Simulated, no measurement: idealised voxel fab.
Title: Process Module voxel double patterning
Displayed cross-section: cut, width of 150 nm, square cells sized 5 nm.
Just so we're on the same page, the cross-sections are grids of square cells, and they're listed out in bands top to bottom, each band one or more rows deep.
What a band's entry tells you: where the top is and where the bottom is, as heights in nm, and after that what lies inside, material by material from left to right, each with its width in nm. Empty space is written as the word "empty", and a single material marked with the word "throughout" occupies the band from edge to edge.
Counting heights begins at 0, where everything beneath is, in the wafer as received, one material. The lowest band has no bottom; it goes on downwards, as "0 and below" shows.
Think of "30->40" as a width that walks from the first number to the second as you go down the band, top row to bottom row, taking equal-sized steps from row to row.
Step note "no alterations made" = no cross-section cell changed.
In "Closed void list" the enclosed voids are listed, meaning empty spaces of 8 cells or larger without any opening to the top. The form is width x height at distance, distance from the left edge, units nm.
Step line, after settings: the simulator's comment on this step.
The setting "overlay nm" may be written on the line of a step. When the step uses a mask, the value reports how far to the right of the planned place the mask lay, and a negative value reports that it lay to the left.

[Listed below are the process steps as planned]
1) RECEIVE, material Si
2) CONFORMAL_DEP, material SiN, thk nm 10
3) DIRECTIONAL_DEP, material SiO2, thk nm 10
4) DIRECTIONAL_DEP, material SiCN, thk nm 5
5) DIRECTIONAL_DEP, material aC, thk nm 15
6) PATTERN, tone open, mask id FIRST, material resist, width nm 15, pitch nm 50, thk nm 35, overlay nm 0
7) DIRECTIONAL_ETCH, etch materials aC, depth nm 15
8) STRIP, etch materials resist
9) DIRECTIONAL_ETCH, etch materials SiCN, depth nm 5
10) STRIP, etch materials aC
11) PATTERN, tone open, mask id SECOND, material resist, width nm 15, thk nm 15, overlay nm 0
12) DIRECTIONAL_ETCH, etch materials SiCN, depth nm 5
13) STRIP, etch materials resist
14) DIRECTIONAL_ETCH, etch materials SiO2, depth nm 10
15) STRIP, etch materials SiCN

[Incoming wafer in cross-section (state: after step 1)]
  0 and below  Si throughout
  Closed void list: none

[Cross-section taken at module completion on the first of two wafers; processed per the plan]
  20 down to 10  SiO2 40 nm, empty 15 nm, SiO2 10 nm, empty 15 nm, SiO2 10 nm, empty 15 nm, SiO2 45 nm
  10 down to 0  SiN throughout
  0 and below  Si throughout
  Closed void list: none

[Same start, same plan as the first wafer - but one mistake in the run. Cross-section of the second of the two at the end of the module]
  10 down to 0  SiO2 40 nm, empty 15 nm, SiO2 10 nm, empty 15 nm, SiO2 10 nm, empty 15 nm, SiO2 45 nm
  0 and below  Si throughout
  Closed void list: none
What broke from the plan during processing? skipped: plan step 2 (never run)
End check, counted in cells, second wafer has more or fewer of these materials than the first: -60 SiN
